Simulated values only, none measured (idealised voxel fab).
This is a process module. Its name is voxel self aligned vias.
The cross-section on display is named cut; it measures 235 nm wide, and its cells are 5 nm squares.
If you're reading a cross-section in this doc, picture square cells in a grid; it comes to you as bands, top ones listed first down to the bottom, and a band can be one or more rows of cells. In this notation a band is specified by the heights of its top and bottom, in that order and in nm, after which its materials appear from left to right, each paired with its width in nm. The word "edge to edge" attached to a single material means that material fills the band from edge to edge; the word "blank" stands for empty space. All heights in this document are referenced to 0, defined as the level beneath which the wafer, as received, consists entirely of one material. The lowest band is not bounded below; it extends indefinitely downward and is written in the form "0..down". The two numbers in a width such as "30 to 40" mark its ends across the band: the first belongs to the top row of cells, the second to the bottom row, and from each row to the next the width moves by the same amount. "no alteration" (step): cross-section cells unchanged, all of them. Entry "Closed internal voids". Content: empty spaces with no open connection to the top, size 8 cells or greater. Each: width x height at distance. Distance: from left edge. Unit: nm. It should be noted that, on the line of a given step, the content following the step's settings is a remark produced by the simulator itself with respect to that step. "overlay nm", when on a step's line for a step with a mask, measures how far to the right of its planned place the mask lay; a negative measure means to the left. The remainder of this document consists of a sequence of paired cross-sections. Each pair presents the cross-section prior to one process step together with the cross-section following it, the latter being rendered only as deep as the lowest band that underwent change. The intervening step, together with its settings, is stated beneath each pair. Because the pairs may originate from different runs of this module on the same starting wafer, a given pair is to be read as continuing from the preceding pair only where its entry headed "State before" so indicates.

### State before
  0..down  Si edge to edge
  Closed internal voids: none

### Step Result
  10..0  SiO2 edge to edge
  Below a height of 0, the structure has not been altered.
  Closed internal voids: none
Between before and after as drawn above: CONFORMAL_DEP (material SiO2; thk nm 10)

State before: The initial state for this step is given by the after cross-section of the immediately preceding pair.

### Step Result
  15..10  SiCN edge to edge
  Below a height of 10, the structure has not been altered.
  Closed internal voids: none
Between before and after as drawn above: CONFORMAL_DEP (material SiCN; thk nm 5)

State before: The initial state for this step is given by the after cross-section of the immediately preceding pair.

### Step Result
  45..15  lowk edge to edge
  Below a height of 15, the structure has not been altered.
  Closed internal voids: none
Between before and after as drawn above: DIRECTIONAL_DEP (material lowk; thk nm 30)

State before: The initial state for this step is given by the after cross-section of the immediately preceding pair.

### Step Result
  55..45  aC edge to edge
  Below a height of 45, the structure has not been altered.
  Closed internal voids: none
Between before and after as drawn above: DIRECTIONAL_DEP (material aC; thk nm 10)

State before: The initial state for this step is given by the after cross-section of the immediately preceding pair.

### Step Result
  80..55  resist: 85, then blank: 20, then resist: 25, then blank: 20, then resist: 85
  Below a height of 55, the structure has not been altered.
  Closed internal voids: none
Between before and after as drawn above: PATTERN (tone open; mask id LINES; material resist; width nm 20; pitch nm 45; thk nm 25; overlay nm 0)

State before: The initial state for this step is given by the after cross-section of the immediately preceding pair.

### Step Result
  70..55  resist: 85, then blank: 20, then resist: 25, then blank: 20, then resist: 85
  55..45  aC: 85, then blank: 20, then aC: 25, then blank: 20, then aC: 85
  Below a height of 45, the structure has not been altered.
  Closed internal voids: none
Between before and after as drawn above: DIRECTIONAL_ETCH (etch materials aC; depth nm 10)

State before: The initial state for this step is given by the after cross-section of the immediately preceding pair.

### Step Result
  55..45  aC: 85, then blank: 20, then aC: 25, then blank: 20, then aC: 85
  Below a height of 45, the structure has not been altered.
  Closed internal voids: none
Between before and after as drawn above: STRIP (etch materials resist)

State before: The initial state for this step is given by the after cross-section of the immediately preceding pair.

### Step Result
  55..45  aC: 85, then blank: 20, then aC: 25, then blank: 20, then aC: 85
  45..15  lowk: 85, then blank: 20, then lowk: 25, then blank: 20, then lowk: 85
  Below a height of 15, the structure has not been altered.
  Closed internal voids: none
Between before and after as drawn above: DIRECTIONAL_ETCH (etch materials lowk; depth nm 30)

State before: The initial state for this step is given by the after cross-section of the immediately preceding pair.

### Step Result
  45..15  lowk: 85, then blank: 20, then lowk: 25, then blank: 20, then lowk: 85
  Below a height of 15, the structure has not been altered.
  Closed internal voids: none
Between before and after as drawn above: STRIP (etch materials aC)

State before: The initial state for this step is given by the after cross-section of the immediately preceding pair.

### Step Result
  50..45  TiN: 90, then blank: 10, then TiN: 35, then blank: 10, then TiN: 90
  45..20  lowk: 85, then TiN: 5, then blank: 10, then TiN: 5, then lowk: 25, then TiN: 5, then blank: 10, then TiN: 5, then lowk: 85
  20..15  lowk: 85, then TiN: 20, then lowk: 25, then TiN: 20, then lowk: 85
  Below a height of 15, the structure has not been altered.
  Closed internal voids: none
Between before and after as drawn above: CONFORMAL_DEP (material TiN; thk nm 5)

State before: The initial state for this step is given by the after cross-section of the immediately preceding pair.

### Step Result
  55..50  W edge to edge
  50..45  TiN: 90, then W: 10, then TiN: 35, then W: 10, then TiN: 90
  45..20  lowk: 85, then TiN: 5, then W: 10, then TiN: 5, then lowk: 25, then TiN: 5, then W: 10, then TiN: 5, then lowk: 85
  Below a height of 20, the structure has not been altered.
  Closed internal voids: none
Between before and after as drawn above: FILL_DEP (material W; thk nm 5)

State before: The initial state for this step is given by the after cross-section of the immediately preceding pair.

### Step Result
  45..20  lowk: 85, then TiN: 5, then W: 10, then TiN: 5, then lowk: 25, then TiN: 5, then W: 10, then TiN: 5, then lowk: 85
  Below a height of 20, the structure has not been altered.
  Closed internal voids: none
Between before and after as drawn above: CMP (height nm 45)

State before: The initial state for this step is given by the after cross-section of the immediately preceding pair.

### Step Result
  45..35  lowk: 85, then blank: 20, then lowk: 25, then blank: 20, then lowk: 85
  Below a height of 35, the structure has not been altered.
  Closed internal voids: none
Between before and after as drawn above: SELECTIVE_ETCH (etch materials W Ru TiN; depth nm 10)

State before: The initial state for this step is given by the after cross-section of the immediately preceding pair.

### Step Result
  55..45  SiN edge to edge
  45..35  lowk: 85, then SiN: 20, then lowk: 25, then SiN: 20, then lowk: 85
  Below a height of 35, the structure has not been altered.
  Closed internal voids: none
Between before and after as drawn above: FILL_DEP (material SiN; thk nm 10)

State before: The initial state for this step is given by the after cross-section of the immediately preceding pair.

### Step Result
  45..35  lowk: 85, then SiN: 20, then lowk: 25, then SiN: 20, then lowk: 85
  Below a height of 35, the structure has not been altered.
  Closed internal voids: none
Between before and after as drawn above: CMP (height nm 45)

State before: The initial state for this step is given by the after cross-section of the immediately preceding pair.

### Step Result
  65..45  lowk edge to edge
  Below a height of 45, the structure has not been altered.
  Closed internal voids: none
Between before and after as drawn above: DIRECTIONAL_DEP (material lowk; thk nm 20)

State before: The initial state for this step is given by the after cross-section of the immediately preceding pair.

### Step Result
  65..45  lowk: 80, then blank: 30, then lowk: 125
  Below a height of 45, the structure has not been altered.
  Closed internal voids: none
Between before and after as drawn above: MASKED_ETCH (tone open; mask id VIAS; width nm 30; etch materials lowk; depth nm 20; overlay nm 0)

State before: The initial state for this step is given by the after cross-section of the immediately preceding pair.

### Step Result
  65..45  lowk: 80, then blank: 30, then lowk: 125
  45..35  lowk: 85, then blank: 20, then lowk: 25, then SiN: 20, then lowk: 85
  Below a height of 35, the structure has not been altered.
  Closed internal voids: none
Between before and after as drawn above: MASKED_ETCH (tone open; mask id VIAS; width nm 30; etch materials SiN; depth nm 10; overlay nm 0)

State before: The initial state for this step is given by the after cross-section of the immediately preceding pair.

### Step Result
  70..65  TiN: 85, then blank: 20, then TiN: 130
  65..50  lowk: 80, then TiN: 5, then blank: 20, then TiN: 5, then lowk: 125
  50..45  lowk: 80, then TiN: 10, then blank: 10, then TiN: 10, then lowk: 125
  45..40  lowk: 85, then TiN: 5, then blank: 10, then TiN: 5, then lowk: 25, then SiN: 20, then lowk: 85
  40..35  lowk: 85, then TiN: 20, then lowk: 25, then SiN: 20, then lowk: 85
  Below a height of 35, the structure has not been altered.
  Closed internal voids: none
Between before and after as drawn above: CONFORMAL_DEP (material TiN; thk nm 5)

State before: The initial state for this step is given by the after cross-section of the immediately preceding pair.

### Step Result
  75..70  Cu edge to edge
  70..65  TiN: 85, then Cu: 20, then TiN: 130
  65..50  lowk: 80, then TiN: 5, then Cu: 20, then TiN: 5, then lowk: 125
  50..45  lowk: 80, then TiN: 10, then Cu: 10, then TiN: 10, then lowk: 125
  45..40  lowk: 85, then TiN: 5, then Cu: 10, then TiN: 5, then lowk: 25, then SiN: 20, then lowk: 85
  Below a height of 40, the structure has not been altered.
  Closed internal voids: none
Between before and after as drawn above: FILL_DEP (material Cu; thk nm 5)

State before: The initial state for this step is given by the after cross-section of the immediately preceding pair.

### Step Result
  65..50  lowk: 80, then TiN: 5, then Cu: 20, then TiN: 5, then lowk: 125
  Below a height of 50, the structure has not been altered.
  Closed internal voids: none
Between before and after as drawn above: CMP (height nm 65)

State before: The initial state for this step is given by the after cross-section of the immediately preceding pair.

### Step Result
  70..65  SiCN edge to edge
  Below a height of 65, the structure has not been altered.
  Closed internal voids: none
Between before and after as drawn above: CONFORMAL_DEP (material SiCN; thk nm 5)

### State before
  10..0  SiO2 edge to edge
  0..down  Si edge to edge
  Closed internal voids: none

### Step Result
  40..10  lowk edge to edge
  Below a height of 10, the structure has not been altered.
  Closed internal voids: none
Between before and after as drawn above: DIRECTIONAL_DEP (material lowk; thk nm 30)

State before: The initial state for this step is given by the after cross-section of the immediately preceding pair.

### Step Result
  50..40  aC edge to edge
  Below a height of 40, the structure has not been altered.
  Closed internal voids: none
Between before and after as drawn above: DIRECTIONAL_DEP (material aC; thk nm 10)

State before: The initial state for this step is given by the after cross-section of the immediately preceding pair.

### Step Result
  75..50  resist: 85, then blank: 20, then resist: 25, then blank: 20, then resist: 85
  Below a height of 50, the structure has not been altered.
  Closed internal voids: none
Between before and after as drawn above: PATTERN (tone open; mask id LINES; material resist; width nm 20; pitch nm 45; thk nm 25; overlay nm 0)

State before: The initial state for this step is given by the after cross-section of the immediately preceding pair.

### Step Result
  65..50  resist: 85, then blank: 20, then resist: 25, then blank: 20, then resist: 85
  50..40  aC: 85, then blank: 20, then aC: 25, then blank: 20, then aC: 85
  Below a height of 40, the structure has not been altered.
  Closed internal voids: none
Between before and after as drawn above: DIRECTIONAL_ETCH (etch materials aC; depth nm 10)

State before: The initial state for this step is given by the after cross-section of the immediately preceding pair.

### Step Result
  50..40  aC: 85, then blank: 20, then aC: 25, then blank: 20, then aC: 85
  Below a height of 40, the structure has not been altered.
  Closed internal voids: none
Between before and after as drawn above: STRIP (etch materials resist)

State before: The initial state for this step is given by the after cross-section of the immediately preceding pair.

### Step Result
  50..40  aC: 85, then blank: 20, then aC: 25, then blank: 20, then aC: 85
  40..10  lowk: 85, then blank: 20, then lowk: 25, then blank: 20, then lowk: 85
  Below a height of 10, the structure has not been altered.
  Closed internal voids: none
Between before and after as drawn above: DIRECTIONAL_ETCH (etch materials lowk; depth nm 30)

State before: The initial state for this step is given by the after cross-section of the immediately preceding pair.

### Step Result
  40..10  lowk: 85, then blank: 20, then lowk: 25, then blank: 20, then lowk: 85
  Below a height of 10, the structure has not been altered.
  Closed internal voids: none
Between before and after as drawn above: STRIP (etch materials aC)

State before: The initial state for this step is given by the after cross-section of the immediately preceding pair.

### Step Result
  45..40  TiN: 90, then blank: 10, then TiN: 35, then blank: 10, then TiN: 90
  40..15  lowk: 85, then TiN: 5, then blank: 10, then TiN: 5, then lowk: 25, then TiN: 5, then blank: 10, then TiN: 5, then lowk: 85
  15..10  lowk: 85, then TiN: 20, then lowk: 25, then TiN: 20, then lowk: 85
  Below a height of 10, the structure has not been altered.
  Closed internal voids: none
Between before and after as drawn above: CONFORMAL_DEP (material TiN; thk nm 5)

State before: The initial state for this step is given by the after cross-section of the immediately preceding pair.

### Step Result
  50..45  W edge to edge
  45..40  TiN: 90, then W: 10, then TiN: 35, then W: 10, then TiN: 90
  40..15  lowk: 85, then TiN: 5, then W: 10, then TiN: 5, then lowk: 25, then TiN: 5, then W: 10, then TiN: 5, then lowk: 85
  Below a height of 15, the structure has not been altered.
  Closed internal voids: none
Between before and after as drawn above: FILL_DEP (material W; thk nm 5)

State before: The initial state for this step is given by the after cross-section of the immediately preceding pair.

### Step Result
  45..40  TiN: 90, then W: 10, then TiN: 35, then W: 10, then TiN: 90
  Below a height of 40, the structure has not been altered.
  Closed internal voids: none
Between before and after as drawn above: CMP (height nm 45)

State before: The initial state for this step is given by the after cross-section of the immediately preceding pair.

### Step Result
  40..35  lowk: 85, then blank: 20, then lowk: 25, then blank: 20, then lowk: 85
  Below a height of 35, the structure has not been altered.
  Closed internal voids: none
Between before and after as drawn above: SELECTIVE_ETCH (etch materials W Ru TiN; depth nm 10)

State before: The initial state for this step is given by the after cross-section of the immediately preceding pair.

### Step Result
  50..40  SiN edge to edge
  40..35  lowk: 85, then SiN: 20, then lowk: 25, then SiN: 20, then lowk: 85
  Below a height of 35, the structure has not been altered.
  Closed internal voids: none
Between before and after as drawn above: FILL_DEP (material SiN; thk nm 10)

State before: The initial state for this step is given by the after cross-section of the immediately preceding pair.

### Step Result
  45..40  SiN edge to edge
  Below a height of 40, the structure has not been altered.
  Closed internal voids: none
Between before and after as drawn above: CMP (height nm 45)

State before: The initial state for this step is given by the after cross-section of the immediately preceding pair.

### Step Result
  65..45  lowk edge to edge
  Below a height of 45, the structure has not been altered.
  Closed internal voids: none
Between before and after as drawn above: DIRECTIONAL_DEP (material lowk; thk nm 20)

State before: The initial state for this step is given by the after cross-section of the immediately preceding pair.

### Step Result
  65..45  lowk: 80, then blank: 30, then lowk: 125
  Below a height of 45, the structure has not been altered.
  Closed internal voids: none
Between before and after as drawn above: MASKED_ETCH (tone open; mask id VIAS; width nm 30; etch materials lowk; depth nm 20; overlay nm 0)

State before: The initial state for this step is given by the after cross-section of the immediately preceding pair.

### Step Result
  65..45  lowk: 80, then blank: 30, then lowk: 125
  45..40  SiN: 80, then blank: 30, then SiN: 125
  40..35  lowk: 85, then blank: 20, then lowk: 25, then SiN: 20, then lowk: 85
  Below a height of 35, the structure has not been altered.
  Closed internal voids: none
Between before and after as drawn above: MASKED_ETCH (tone open; mask id VIAS; width nm 30; etch materials SiN; depth nm 10; overlay nm 0)

State before: The initial state for this step is given by the after cross-section of the immediately preceding pair.

### Step Result
  70..65  TiN: 85, then blank: 20, then TiN: 130
  65..45  lowk: 80, then TiN: 5, then blank: 20, then TiN: 5, then lowk: 125
  45..40  SiN: 80, then TiN: 10, then blank: 10, then TiN: 10, then SiN: 125
  40..35  lowk: 85, then TiN: 20, then lowk: 25, then SiN: 20, then lowk: 85
  Below a height of 35, the structure has not been altered.
  Closed internal voids: none
Between before and after as drawn above: CONFORMAL_DEP (material TiN; thk nm 5)

State before: The initial state for this step is given by the after cross-section of the immediately preceding pair.

### Step Result
  75..70  Cu edge to edge
  70..65  TiN: 85, then Cu: 20, then TiN: 130
  65..45  lowk: 80, then TiN: 5, then Cu: 20, then TiN: 5, then lowk: 125
  45..40  SiN: 80, then TiN: 10, then Cu: 10, then TiN: 10, then SiN: 125
  Below a height of 40, the structure has not been altered.
  Closed internal voids: none
Between before and after as drawn above: FILL_DEP (material Cu; thk nm 5)

State before: The initial state for this step is given by the after cross-section of the immediately preceding pair.

### Step Result
  65..45  lowk: 80, then TiN: 5, then Cu: 20, then TiN: 5, then lowk: 125
  Below a height of 45, the structure has not been altered.
  Closed internal voids: none
Between before and after as drawn above: CMP (height nm 65)

State before: The initial state for this step is given by the after cross-section of the immediately preceding pair.

### Step Result
  70..65  SiCN edge to edge
  Below a height of 65, the structure has not been altered.
  Closed internal voids: none
Between before and after as drawn above: CONFORMAL_DEP (material SiCN; thk nm 5)

### State before
  65..45  lowk: 80, then blank: 30, then lowk: 125
  45..35  lowk: 85, then SiN: 20, then lowk: 25, then SiN: 20, then lowk: 85
  35..20  lowk: 85, then TiN: 5, then W: 10, then TiN: 5, then lowk: 25, then TiN: 5, then W: 10, then TiN: 5, then lowk: 85
  20..15  lowk: 85, then TiN: 20, then lowk: 25, then TiN: 20, then lowk: 85
  15..10  SiCN edge to edge
  10..0  SiO2 edge to edge
  0..down  Si edge to edge
  Closed internal voids: none

### Step Result
  65..45  lowk: 80, then blank: 30, then lowk: 125
  45..35  lowk: 80, then blank: 5, then SiN: 20, then blank: 5, then lowk: 20, then SiN: 20, then lowk: 85
  35..25  lowk: 80, then blank: 5, then TiN: 5, then W: 10, then TiN: 5, then blank: 5, then lowk: 20, then TiN: 5, then W: 10, then TiN: 5, then lowk: 85
  Below a height of 25, the structure has not been altered.
  Closed internal voids: none
Between before and after as drawn above: MASKED_ETCH (tone open; mask id VIAS; width nm 30; etch materials lowk; depth nm 20; overlay nm 0)

State before: The initial state for this step is given by the after cross-section of the immediately preceding pair.

### Step Result
  65..45  lowk: 80, then blank: 30, then lowk: 125
  45..35  lowk: 80, then blank: 30, then lowk: 20, then SiN: 20, then lowk: 85
  Below a height of 35, the structure has not been altered.
  Closed internal voids: none
Between before and after as drawn above: MASKED_ETCH (tone open; mask id VIAS; width nm 30; etch materials SiN; depth nm 10; overlay nm 0)

State before: The initial state for this step is given by the after cross-section of the immediately preceding pair.

### Step Result
  70..65  TiN: 85, then blank: 20, then TiN: 130
  65..45  lowk: 80, then TiN: 5, then blank: 20, then TiN: 5, then lowk: 125
  45..40  lowk: 80, then TiN: 5, then blank: 20, then TiN: 5, then lowk: 20, then SiN: 20, then lowk: 85
  40..35  lowk: 80, then TiN: 30, then lowk: 20, then SiN: 20, then lowk: 85
  35..25  lowk: 80, then TiN: 10, then W: 10, then TiN: 10, then lowk: 20, then TiN: 5, then W: 10, then TiN: 5, then lowk: 85
  Below a height of 25, the structure has not been altered.
  Closed internal voids: none
Between before and after as drawn above: CONFORMAL_DEP (material TiN; thk nm 5)

State before: The initial state for this step is given by the after cross-section of the immediately preceding pair.

### Step Result
  75..70  Cu edge to edge
  70..65  TiN: 85, then Cu: 20, then TiN: 130
  65..45  lowk: 80, then TiN: 5, then Cu: 20, then TiN: 5, then lowk: 125
  45..40  lowk: 80, then TiN: 5, then Cu: 20, then TiN: 5, then lowk: 20, then SiN: 20, then lowk: 85
  Below a height of 40, the structure has not been altered.
  Closed internal voids: none
Between before and after as drawn above: FILL_DEP (material Cu; thk nm 5)

State before: The initial state for this step is given by the after cross-section of the immediately preceding pair.

### Step Result
  65..45  lowk: 80, then TiN: 5, then Cu: 20, then TiN: 5, then lowk: 125
  Below a height of 45, the structure has not been altered.
  Closed internal voids: none
Between before and after as drawn above: CMP (height nm 65)

State before: The initial state for this step is given by the after cross-section of the immediately preceding pair.

### Step Result
  70..65  SiCN edge to edge
  Below a height of 65, the structure has not been altered.
  Closed internal voids: none
Between before and after as drawn above: CONFORMAL_DEP (material SiCN; thk nm 5)

### State before
  45..35  lowk: 85, then SiN: 20, then lowk: 25, then SiN: 20, then lowk: 85
  35..20  lowk: 85, then TiN: 5, then W: 10, then TiN: 5, then lowk: 25, then TiN: 5, then W: 10, then TiN: 5, then lowk: 85
  20..15  lowk: 85, then TiN: 20, then lowk: 25, then TiN: 20, then lowk: 85
  15..10  SiCN edge to edge
  10..0  SiO2 edge to edge
  0..down  Si edge to edge
  Closed internal voids: none

### Step Result
  45..35  lowk: 80, then blank: 5, then SiN: 20, then blank: 5, then lowk: 20, then SiN: 20, then lowk: 85
  35..25  lowk: 80, then blank: 5, then TiN: 5, then W: 10, then TiN: 5, then blank: 5, then lowk: 20, then TiN: 5, then W: 10, then TiN: 5, then lowk: 85
  Below a height of 25, the structure has not been altered.
  Closed internal voids: none
Between before and after as drawn above: MASKED_ETCH (tone open; mask id VIAS; width nm 30; etch materials lowk; depth nm 20; overlay nm 0)

State before: The initial state for this step is given by the after cross-section of the immediately preceding pair.

### Step Result
  65..45  lowk: 80, then blank: 5, then lowk: 20, then blank: 5, then lowk: 125
  45..35  lowk: 85, then SiN: 20, then lowk: 25, then SiN: 20, then lowk: 85
  35..20  lowk: 85, then TiN: 5, then W: 10, then TiN: 5, then lowk: 25, then TiN: 5, then W: 10, then TiN: 5, then lowk: 85
  Below a height of 20, the structure has not been altered.
  Closed internal voids: none
Between before and after as drawn above: DIRECTIONAL_DEP (material lowk; thk nm 20)

State before: The initial state for this step is given by the after cross-section of the immediately preceding pair.

### Step Result
  70..65  TiN edge to edge
  65..45  lowk: 80, then TiN: 5, then lowk: 20, then TiN: 5, then lowk: 125
  Below a height of 45, the structure has not been altered.
  Closed internal voids: none
Between before and after as drawn above: CONFORMAL_DEP (material TiN; thk nm 5)

State before: The initial state for this step is given by the after cross-section of the immediately preceding pair.

### Step Result
  75..70  Cu edge to edge
  Below a height of 70, the structure has not been altered.
  Closed internal voids: none
Between before and after as drawn above: FILL_DEP (material Cu; thk nm 5)

State before: The initial state for this step is given by the after cross-section of the immediately preceding pair.

### Step Result
  65..45  lowk: 80, then TiN: 5, then lowk: 20, then TiN: 5, then lowk: 125
  Below a height of 45, the structure has not been altered.
  Closed internal voids: none
Between before and after as drawn above: CMP (height nm 65)

State before: The initial state for this step is given by the after cross-section of the immediately preceding pair.

### Step Result
  70..65  SiCN edge to edge
  Below a height of 65, the structure has not been altered.
  Closed internal voids: none
Between before and after as drawn above: CONFORMAL_DEP (material SiCN; thk nm 5)

### State before
  65..45  lowk edge to edge
  45..35  lowk: 85, then SiN: 20, then lowk: 25, then SiN: 20, then lowk: 85
  35..20  lowk: 85, then TiN: 5, then W: 10, then TiN: 5, then lowk: 25, then TiN: 5, then W: 10, then TiN: 5, then lowk: 85
  20..15  lowk: 85, then TiN: 20, then lowk: 25, then TiN: 20, then lowk: 85
  15..10  SiCN edge to edge
  10..0  SiO2 edge to edge
  0..down  Si edge to edge
  Closed internal voids: none

### Step Result
  65..45  lowk: 80, then blank: 30, then lowk: 125
  45..40  lowk: 80, then blank: 5, then SiN: 20, then blank: 5, then lowk: 20, then SiN: 20, then lowk: 85
  Below a height of 40, the structure has not been altered.
  Closed internal voids: none
Between before and after as drawn above: MASKED_ETCH (tone open; mask id VIAS; width nm 30; etch materials lowk; depth nm 25; overlay nm 0)

State before: The initial state for this step is given by the after cross-section of the immediately preceding pair.

### Step Result
  65..45  lowk: 80, then blank: 30, then lowk: 125
  45..35  lowk: 80 to 85, then blank: 30 to 20, then lowk: 20 to 25, then SiN: 20, then lowk: 85
  Below a height of 35, the structure has not been altered.
  Closed internal voids: none
Between before and after as drawn above: MASKED_ETCH (tone open; mask id VIAS; width nm 30; etch materials SiN; depth nm 10; overlay nm 0)

State before: The initial state for this step is given by the after cross-section of the immediately preceding pair.

### Step Result
  70..65  TiN: 85, then blank: 20, then TiN: 130
  65..45  lowk: 80, then TiN: 5, then blank: 20, then TiN: 5, then lowk: 125
  45..40  lowk: 80, then TiN: 10, then blank: 10, then TiN: 10, then lowk: 20, then SiN: 20, then lowk: 85
  40..35  lowk: 85, then TiN: 20, then lowk: 25, then SiN: 20, then lowk: 85
  Below a height of 35, the structure has not been altered.
  Closed internal voids: none
Between before and after as drawn above: CONFORMAL_DEP (material TiN; thk nm 5)

State before: The initial state for this step is given by the after cross-section of the immediately preceding pair.

### Step Result
  75..70  Cu edge to edge
  70..65  TiN: 85, then Cu: 20, then TiN: 130
  65..45  lowk: 80, then TiN: 5, then Cu: 20, then TiN: 5, then lowk: 125
  45..40  lowk: 80, then TiN: 10, then Cu: 10, then TiN: 10, then lowk: 20, then SiN: 20, then lowk: 85
  Below a height of 40, the structure has not been altered.
  Closed internal voids: none
Between before and after as drawn above: FILL_DEP (material Cu; thk nm 5)

State before: The initial state for this step is given by the after cross-section of the immediately preceding pair.

### Step Result
  65..45  lowk: 80, then TiN: 5, then Cu: 20, then TiN: 5, then lowk: 125
  Below a height of 45, the structure has not been altered.
  Closed internal voids: none
Between before and after as drawn above: CMP (height nm 65)

State before: The initial state for this step is given by the after cross-section of the immediately preceding pair.

### Step Result
  70..65  SiCN edge to edge
  Below a height of 65, the structure has not been altered.
  Closed internal voids: none
Between before and after as drawn above: CONFORMAL_DEP (material SiCN; thk nm 5)

### State before
  65..45  lowk edge to edge
  45..35  lowk: 85, then SiN: 20, then lowk: 25, then SiN: 20, then lowk: 85
  35..20  lowk: 85, then TiN: 5, then W: 10, then TiN: 5, then lowk: 25, then TiN: 5, then W: 10, then TiN: 5, then lowk: 85
  20..15  lowk: 85, then TiN: 20, then lowk: 25, then TiN: 20, then lowk: 85
  15..10  SiCN edge to edge
  10..0  SiO2 edge to edge
  0..down  Si edge to edge
  Closed internal voids: none

### Step Result
  65..45  lowk: 85, then blank: 25, then lowk: 125
  Below a height of 45, the structure has not been altered.
  Closed internal voids: none
Between before and after as drawn above: MASKED_ETCH (tone open; mask id VIAS; width nm 25; etch materials lowk; depth nm 20; overlay nm 0)

State before: The initial state for this step is given by the after cross-section of the immediately preceding pair.

### Step Result
  65..45  lowk: 85, then blank: 25, then lowk: 125
  45..35  lowk: 85, then blank: 20, then lowk: 25, then SiN: 20, then lowk: 85
  Below a height of 35, the structure has not been altered.
  Closed internal voids: none
Between before and after as drawn above: MASKED_ETCH (tone open; mask id VIAS; width nm 30; etch materials SiN; depth nm 10; overlay nm 0)

State before: The initial state for this step is given by the after cross-section of the immediately preceding pair.

### Step Result
  70..65  TiN: 90, then blank: 15, then TiN: 130
  65..50  lowk: 85, then TiN: 5, then blank: 15, then TiN: 5, then lowk: 125
  50..45  lowk: 85, then TiN: 5, then blank: 10, then TiN: 10, then lowk: 125
  45..40  lowk: 85, then TiN: 5, then blank: 10, then TiN: 5, then lowk: 25, then SiN: 20, then lowk: 85
  40..35  lowk: 85, then TiN: 20, then lowk: 25, then SiN: 20, then lowk: 85
  Below a height of 35, the structure has not been altered.
  Closed internal voids: none
Between before and after as drawn above: CONFORMAL_DEP (material TiN; thk nm 5)

State before: The initial state for this step is given by the after cross-section of the immediately preceding pair.

### Step Result
  75..70  Cu edge to edge
  70..65  TiN: 90, then Cu: 15, then TiN: 130
  65..50  lowk: 85, then TiN: 5, then Cu: 15, then TiN: 5, then lowk: 125
  50..45  lowk: 85, then TiN: 5, then Cu: 10, then TiN: 10, then lowk: 125
  45..40  lowk: 85, then TiN: 5, then Cu: 10, then TiN: 5, then lowk: 25, then SiN: 20, then lowk: 85
  Below a height of 40, the structure has not been altered.
  Closed internal voids: none
Between before and after as drawn above: FILL_DEP (material Cu; thk nm 5)

State before: The initial state for this step is given by the after cross-section of the immediately preceding pair.

### Step Result
  65..50  lowk: 85, then TiN: 5, then Cu: 15, then TiN: 5, then lowk: 125
  Below a height of 50, the structure has not been altered.
  Closed internal voids: none
Between before and after as drawn above: CMP (height nm 65)

State before: The initial state for this step is given by the after cross-section of the immediately preceding pair.

### Step Result
  70..65  SiCN edge to edge
  Below a height of 65, the structure has not been altered.
  Closed internal voids: none
Between before and after as drawn above: CONFORMAL_DEP (material SiCN; thk nm 5)

### State before
  55..45  aC edge to edge
  45..15  lowk edge to edge
  15..10  SiCN edge to edge
  10..0  SiO2 edge to edge
  0..down  Si edge to edge
  Closed internal voids: none

### Step Result
  80..55  resist: 80, then blank: 20, then resist: 25, then blank: 20, then resist: 90
  Below a height of 55, the structure has not been altered.
  Closed internal voids: none
Between before and after as drawn above: PATTERN (tone open; mask id LINES; material resist; width nm 20; pitch nm 45; thk nm 25; overlay nm -5)

State before: The initial state for this step is given by the after cross-section of the immediately preceding pair.

### Step Result
  70..55  resist: 80, then blank: 20, then resist: 25, then blank: 20, then resist: 90
  55..45  aC: 80, then blank: 20, then aC: 25, then blank: 20, then aC: 90
  Below a height of 45, the structure has not been altered.
  Closed internal voids: none
Between before and after as drawn above: DIRECTIONAL_ETCH (etch materials aC; depth nm 10)

State before: The initial state for this step is given by the after cross-section of the immediately preceding pair.

### Step Result
  55..45  aC: 80, then blank: 20, then aC: 25, then blank: 20, then aC: 90
  Below a height of 45, the structure has not been altered.
  Closed internal voids: none
Between before and after as drawn above: STRIP (etch materials resist)

State before: The initial state for this step is given by the after cross-section of the immediately preceding pair.

### Step Result
  55..45  aC: 80, then blank: 20, then aC: 25, then blank: 20, then aC: 90
  45..15  lowk: 80, then blank: 20, then lowk: 25, then blank: 20, then lowk: 90
  Below a height of 15, the structure has not been altered.
  Closed internal voids: none
Between before and after as drawn above: DIRECTIONAL_ETCH (etch materials lowk; depth nm 30)

State before: The initial state for this step is given by the after cross-section of the immediately preceding pair.

### Step Result
  45..15  lowk: 80, then blank: 20, then lowk: 25, then blank: 20, then lowk: 90
  Below a height of 15, the structure has not been altered.
  Closed internal voids: none
Between before and after as drawn above: STRIP (etch materials aC)

State before: The initial state for this step is given by the after cross-section of the immediately preceding pair.

### Step Result
  50..45  TiN: 85, then blank: 10, then TiN: 35, then blank: 10, then TiN: 95
  45..20  lowk: 80, then TiN: 5, then blank: 10, then TiN: 5, then lowk: 25, then TiN: 5, then blank: 10, then TiN: 5, then lowk: 90
  20..15  lowk: 80, then TiN: 20, then lowk: 25, then TiN: 20, then lowk: 90
  Below a height of 15, the structure has not been altered.
  Closed internal voids: none
Between before and after as drawn above: CONFORMAL_DEP (material TiN; thk nm 5)

State before: The initial state for this step is given by the after cross-section of the immediately preceding pair.

### Step Result
  55..50  W edge to edge
  50..45  TiN: 85, then W: 10, then TiN: 35, then W: 10, then TiN: 95
  45..20  lowk: 80, then TiN: 5, then W: 10, then TiN: 5, then lowk: 25, then TiN: 5, then W: 10, then TiN: 5, then lowk: 90
  Below a height of 20, the structure has not been altered.
  Closed internal voids: none
Between before and after as drawn above: FILL_DEP (material W; thk nm 5)

State before: The initial state for this step is given by the after cross-section of the immediately preceding pair.

### Step Result
  45..20  lowk: 80, then TiN: 5, then W: 10, then TiN: 5, then lowk: 25, then TiN: 5, then W: 10, then TiN: 5, then lowk: 90
  Below a height of 20, the structure has not been altered.
  Closed internal voids: none
Between before and after as drawn above: CMP (height nm 45)

State before: The initial state for this step is given by the after cross-section of the immediately preceding pair.

### Step Result
  45..35  lowk: 80, then blank: 20, then lowk: 25, then blank: 20, then lowk: 90
  Below a height of 35, the structure has not been altered.
  Closed internal voids: none
Between before and after as drawn above: SELECTIVE_ETCH (etch materials W Ru TiN; depth nm 10)

State before: The initial state for this step is given by the after cross-section of the immediately preceding pair.

### Step Result
  55..45  SiN edge to edge
  45..35  lowk: 80, then SiN: 20, then lowk: 25, then SiN: 20, then lowk: 90
  Below a height of 35, the structure has not been altered.
  Closed internal voids: none
Between before and after as drawn above: FILL_DEP (material SiN; thk nm 10)
